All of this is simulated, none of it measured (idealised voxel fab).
This section sets out a process module, namely voxel self aligned vias.
cross-section cut | 220 nm wide | cells 5 nm
A cross-section is written here as square cells arranged in a grid, and it is given in bands from the top down, each band taking up one or more rows of cells. Basically the band line says how high the top is and how high the bottom is, in nm, and then what's in it from left to right, every material with its width in nm. Empty space shows up as "air", and if a single material carries "all across" it runs the full band edge to edge. Where do heights start? At 0: under that level the wafer as delivered is made of one material only. And the lowest band has no floor; it just carries on downward, as in "z 0 and below". A width given as "30->40" starts at the first number in the band's top row and ends at the second number in its bottom row, shifting by an equal amount at every step from row to row. "nothing was modified" for a step: no cell of the cross-section changed in that step. "Trapped cavities": empty spaces of 8 cells or more with no open way to the top, each given as width x height at distance, distance from the left edge, all in nm. Where a step's line continues beyond its settings, the continuation is a remark by the simulator itself on that step. For masked steps, "overlay nm" on the step line gives how far right of plan the mask actually lay; a minus sign means it lay to the left.
**The planned process steps are enumerated hereunder**
1: RECEIVE with material Si
2: CONFORMAL_DEP with material SiO2, thk nm 10
3: CONFORMAL_DEP with material SiCN, thk nm 5
4: DIRECTIONAL_DEP with material SiO2, thk nm 25
5: PATTERN with tone open, mask id LINES, material resist, width nm 20, pitch nm 50, thk nm 15, overlay nm 0
6: DIRECTIONAL_ETCH with etch materials SiO2, depth nm 25
7: STRIP with etch materials resist
8: CONFORMAL_DEP with material TiN, thk nm 5
9: FILL_DEP with material W, thk nm 10
10: CMP with height nm 40
11: SELECTIVE_ETCH with etch materials W Ru TiN, depth nm 5
12: FILL_DEP with material SiN, thk nm 10
13: CMP with height nm 40
14: DIRECTIONAL_DEP with material SiO2, thk nm 15
15: MASKED_ETCH with tone open, mask id VIAS, width nm 30, pitch nm 100, etch materials SiO2, depth nm 15, overlay nm 0
16: MASKED_ETCH with tone open, mask id VIAS, width nm 30, pitch nm 100, etch materials SiN, depth nm 5, overlay nm 0
17: CONFORMAL_DEP with material TiN, thk nm 5
18: FILL_DEP with material Ru, thk nm 10
19: CMP with height nm 55
20: CONFORMAL_DEP with material SiN, thk nm 5
**Shown in cross-section is the wafer as received, that is, as it stands after step 1**
z 0 and below = Si all across
Trapped cavities: none
**The plan above was carried out on the starting structure above with one mistake, and this cross-section shows the wafer at the end of the module**
z 70 to 65 = SiN all across
z 65 to 60 = Ru all across
z 60 to 55 = 50 TiN  20 Ru  80 TiN  20 Ru  50 TiN
z 55 to 45 = 45 SiO2  5 TiN  20 Ru  5 TiN  70 SiO2  5 TiN  20 Ru  5 TiN  45 SiO2
z 45 to 40 = 45 SiO2  10 TiN  10 Ru  10 TiN  70 SiO2  10 TiN  10 Ru  10 TiN  45 SiO2
z 40 to 35 = 50 SiO2  20 TiN  30 SiO2  20 SiN  30 SiO2  20 TiN  50 SiO2
z 35 to 20 = 50 SiO2  5 TiN  10 W  5 TiN  30 SiO2  5 TiN  10 W  5 TiN  30 SiO2  5 TiN  10 W  5 TiN  50 SiO2
z 20 to 15 = 50 SiO2  20 TiN  30 SiO2  20 TiN  30 SiO2  20 TiN  50 SiO2
z 15 to 10 = SiCN all across
z 10 to 0 = SiO2 all across
z 0 and below = Si all across
Trapped cavities: none
Against the plan, the run slipped here: for step 19, the planned setting was not used; the step was instead run as CMP with height nm 65
